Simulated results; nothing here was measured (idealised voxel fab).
voxel self aligned contacts: a process module
For reference, the cross-section in this document is cut, with width 270 nm and square cells of 5 nm.
How to read a cross-section here: the picture is a grid of square cells, written as bands going from the top down, and any band can span one or more rows of cells. Basically the band line says how high the top is and how high the bottom is, in nm, and then what's in it from left to right, every material with its width in nm. Empty space shows up as "air", and if a single material carries "everywhere" it runs the full band edge to edge. For the purposes of this specification, 0 denotes the height below which the wafer in its as-received condition is composed wholly of one material, and the lowermost band, lacking a lower limit, extends downward without end, as expressed in "0 -> down". Think of "30 to 40" as a width that walks from the first number to the second as you go down the band, top row to bottom row, taking equal-sized steps from row to row. Where the words "remained the same" appear for a step, the cross-section shows no cell changed by that step; every cell remained as before. "Fully sealed voids": sealed empty spaces, 8 cells or more, no open way to top, listed width x height at distance, with distance from the left edge and width, height and distance in nm. If you see something after the settings on a step's line, that's the simulator's own remark about that step. overlay nm: for a step with a mask, the amount by which the mask lay right of where it was planned; a negative amount means left of it.

LISTED BELOW ARE THE PROCESS STEPS AS PLANNED
1,RECEIVE with material Si
2,OXIDIZE with depth nm 5
3,DIRECTIONAL_DEP with material polySi, thk nm 30
4,DIRECTIONAL_DEP with material SiN, thk nm 15
5,MASKED_ETCH with tone cover, mask id GATE, width nm 25, pitch nm 55, etch materials SiN, depth nm 15, overlay nm 0
6,MASKED_ETCH with tone cover, mask id GATE, width nm 25, pitch nm 55, etch materials polySi, depth nm 30, overlay nm 0
7,CONFORMAL_DEP with material SiN, thk nm 5
8,DIRECTIONAL_ETCH with etch materials SiN, depth nm 5
9,FILL_DEP with material SiO2, thk nm 10
10,CMP with height nm 50
11,MASKED_ETCH with tone open, mask id CONTACT, width nm 40, pitch nm 55, etch materials SiO2, depth nm 55, overlay nm 0
12,CONFORMAL_DEP with material TiN, thk nm 5
13,FILL_DEP with material Ru, thk nm 10
14,CMP with height nm 50
15,CONFORMAL_DEP with material SiCN, thk nm 5

ON THE FIRST OF THE TWO WAFERS: RUN CONDUCTED ACCORDING TO PLAN

INCOMING WAFER IN CROSS-SECTION (STATE: AFTER STEP 1)
0 -> down  Si everywhere
Fully sealed voids: none

CROSS-SECTION OF THE WAFER SUBSEQUENT TO STEP 2
0 -> -5  SiO2 everywhere
Whatever lies below -5 is exactly as it was before.

CROSS-SECTION OF THE WAFER SUBSEQUENT TO STEP 3
30 -> 0  polySi everywhere
Whatever lies below 0 is exactly as it was before.

CROSS-SECTION OF THE WAFER SUBSEQUENT TO STEP 4
45 -> 30  SiN everywhere
Whatever lies below 30 is exactly as it was before.

CROSS-SECTION OF THE WAFER SUBSEQUENT TO STEP 5
45 -> 30  65 air / 25 SiN / 30 air / 25 SiN / 30 air / 25 SiN / 70 air
Whatever lies below 30 is exactly as it was before.

CROSS-SECTION OF THE WAFER SUBSEQUENT TO STEP 6
45 -> 30  65 air / 25 SiN / 30 air / 25 SiN / 30 air / 25 SiN / 70 air
30 -> 0  65 air / 25 polySi / 30 air / 25 polySi / 30 air / 25 polySi / 70 air
Whatever lies below 0 is exactly as it was before.

CROSS-SECTION OF THE WAFER SUBSEQUENT TO STEP 7
50 -> 30  60 air / 35 SiN / 20 air / 35 SiN / 20 air / 35 SiN / 65 air
30 -> 5  60 air / 5 SiN / 25 polySi / 5 SiN / 20 air / 5 SiN / 25 polySi / 5 SiN / 20 air / 5 SiN / 25 polySi / 5 SiN / 65 air
5 -> 0  65 SiN / 25 polySi / 30 SiN / 25 polySi / 30 SiN / 25 polySi / 70 SiN
Whatever lies below 0 is exactly as it was before.

CROSS-SECTION OF THE WAFER SUBSEQUENT TO STEP 8
45 -> 30  60 air / 35 SiN / 20 air / 35 SiN / 20 air / 35 SiN / 65 air
30 -> 0  60 air / 5 SiN / 25 polySi / 5 SiN / 20 air / 5 SiN / 25 polySi / 5 SiN / 20 air / 5 SiN / 25 polySi / 5 SiN / 65 air
Whatever lies below 0 is exactly as it was before.

CROSS-SECTION OF THE WAFER SUBSEQUENT TO STEP 9
55 -> 45  SiO2 everywhere
45 -> 30  60 SiO2 / 35 SiN / 20 SiO2 / 35 SiN / 20 SiO2 / 35 SiN / 65 SiO2
30 -> 0  60 SiO2 / 5 SiN / 25 polySi / 5 SiN / 20 SiO2 / 5 SiN / 25 polySi / 5 SiN / 20 SiO2 / 5 SiN / 25 polySi / 5 SiN / 65 SiO2
Whatever lies below 0 is exactly as it was before.

CROSS-SECTION OF THE WAFER SUBSEQUENT TO STEP 10
50 -> 45  SiO2 everywhere
Whatever lies below 45 is exactly as it was before.

CROSS-SECTION OF THE WAFER SUBSEQUENT TO STEP 11
50 -> 45  85 SiO2 / 40 air / 15 SiO2 / 40 air / 90 SiO2
45 -> 30  60 SiO2 / 35 SiN / 20 air / 35 SiN / 20 air / 35 SiN / 65 SiO2
30 -> 0  60 SiO2 / 5 SiN / 25 polySi / 5 SiN / 20 air / 5 SiN / 25 polySi / 5 SiN / 20 air / 5 SiN / 25 polySi / 5 SiN / 65 SiO2
0 -> -5  95 SiO2 / 20 air / 35 SiO2 / 20 air / 100 SiO2
Whatever lies below -5 is exactly as it was before.

CROSS-SECTION OF THE WAFER SUBSEQUENT TO STEP 12
55 -> 50  90 TiN / 30 air / 25 TiN / 30 air / 95 TiN
50 -> 45  85 SiO2 / 15 TiN / 10 air / 15 TiN / 15 SiO2 / 15 TiN / 10 air / 15 TiN / 90 SiO2
45 -> 30  60 SiO2 / 35 SiN / 5 TiN / 10 air / 5 TiN / 35 SiN / 5 TiN / 10 air / 5 TiN / 35 SiN / 65 SiO2
30 -> 0  60 SiO2 / 5 SiN / 25 polySi / 5 SiN / 5 TiN / 10 air / 5 TiN / 5 SiN / 25 polySi / 5 SiN / 5 TiN / 10 air / 5 TiN / 5 SiN / 25 polySi / 5 SiN / 65 SiO2
0 -> -5  95 SiO2 / 20 TiN / 35 SiO2 / 20 TiN / 100 SiO2
Whatever lies below -5 is exactly as it was before.

CROSS-SECTION OF THE WAFER SUBSEQUENT TO STEP 13
65 -> 55  Ru everywhere
55 -> 50  90 TiN / 30 Ru / 25 TiN / 30 Ru / 95 TiN
50 -> 45  85 SiO2 / 15 TiN / 10 Ru / 15 TiN / 15 SiO2 / 15 TiN / 10 Ru / 15 TiN / 90 SiO2
45 -> 30  60 SiO2 / 35 SiN / 5 TiN / 10 Ru / 5 TiN / 35 SiN / 5 TiN / 10 Ru / 5 TiN / 35 SiN / 65 SiO2
30 -> 0  60 SiO2 / 5 SiN / 25 polySi / 5 SiN / 5 TiN / 10 Ru / 5 TiN / 5 SiN / 25 polySi / 5 SiN / 5 TiN / 10 Ru / 5 TiN / 5 SiN / 25 polySi / 5 SiN / 65 SiO2
Whatever lies below 0 is exactly as it was before.

CROSS-SECTION OF THE WAFER SUBSEQUENT TO STEP 14
50 -> 45  85 SiO2 / 15 TiN / 10 Ru / 15 TiN / 15 SiO2 / 15 TiN / 10 Ru / 15 TiN / 90 SiO2
Whatever lies below 45 is exactly as it was before.

CROSS-SECTION OF THE WAFER SUBSEQUENT TO STEP 15
55 -> 50  SiCN everywhere
Whatever lies below 50 is exactly as it was before.

HERE THE SECOND WAFER IS DESCRIBED. ITS START AND ITS PLAN WERE THOSE OF THE FIRST WAFER. ITS RUN CONTAINED ONE MISTAKE. UP TO AND INCLUDING STEP 4, IT DID EXACTLY WHAT THE FIRST WAFER DID

CROSS-SECTION OF THE SECOND WAFER CORRESPONDING TO THE PLANNED CONCLUSION OF STEP 5
45 -> 30  65 SiN / 25 air / 30 SiN / 25 air / 30 SiN / 25 air / 70 SiN
Whatever lies below 30 is exactly as it was before.

Cross-section of the second wafer corresponding to the planned conclusion of step 6: remained the same

CROSS-SECTION OF THE SECOND WAFER CORRESPONDING TO THE PLANNED CONCLUSION OF STEP 7
50 -> 35  70 SiN / 15 air / 40 SiN / 15 air / 40 SiN / 15 air / 75 SiN
35 -> 30  SiN everywhere
Whatever lies below 30 is exactly as it was before.

CROSS-SECTION OF THE SECOND WAFER CORRESPONDING TO THE PLANNED CONCLUSION OF STEP 8
45 -> 30  70 SiN / 15 air / 40 SiN / 15 air / 40 SiN / 15 air / 75 SiN
Whatever lies below 30 is exactly as it was before.

CROSS-SECTION OF THE SECOND WAFER CORRESPONDING TO THE PLANNED CONCLUSION OF STEP 9
55 -> 45  SiO2 everywhere
45 -> 30  70 SiN / 15 SiO2 / 40 SiN / 15 SiO2 / 40 SiN / 15 SiO2 / 75 SiN
Whatever lies below 30 is exactly as it was before.

CROSS-SECTION OF THE SECOND WAFER CORRESPONDING TO THE PLANNED CONCLUSION OF STEP 10
50 -> 45  SiO2 everywhere
Whatever lies below 45 is exactly as it was before.

CROSS-SECTION OF THE SECOND WAFER CORRESPONDING TO THE PLANNED CONCLUSION OF STEP 11
50 -> 45  85 SiO2 / 40 air / 15 SiO2 / 40 air / 90 SiO2
Whatever lies below 45 is exactly as it was before.

CROSS-SECTION OF THE SECOND WAFER CORRESPONDING TO THE PLANNED CONCLUSION OF STEP 12
55 -> 50  90 TiN / 30 air / 25 TiN / 30 air / 95 TiN
50 -> 45  85 SiO2 / 40 TiN / 15 SiO2 / 40 TiN / 90 SiO2
Whatever lies below 45 is exactly as it was before.

CROSS-SECTION OF THE SECOND WAFER CORRESPONDING TO THE PLANNED CONCLUSION OF STEP 13
65 -> 55  Ru everywhere
55 -> 50  90 TiN / 30 Ru / 25 TiN / 30 Ru / 95 TiN
Whatever lies below 50 is exactly as it was before.

CROSS-SECTION OF THE SECOND WAFER CORRESPONDING TO THE PLANNED CONCLUSION OF STEP 14
50 -> 45  85 SiO2 / 40 TiN / 15 SiO2 / 40 TiN / 90 SiO2
Whatever lies below 45 is exactly as it was before.

CROSS-SECTION OF THE SECOND WAFER CORRESPONDING TO THE PLANNED CONCLUSION OF STEP 15
55 -> 50  SiCN everywhere
Whatever lies below 50 is exactly as it was before.
What was the processing mistake? step 5 changed vs plan, executed as MASKED_ETCH with tone open, mask id GATE, width nm 25, pitch nm 55, etch materials SiN, depth nm 15, overlay nm 0
Wrapping up, a cell-based count of both wafers puts the second over or under the first for these materials: Ru: 40 fewer; SiN: 36 more; SiO2: 190 fewer; TiN: 40 fewer; polySi: 234 more
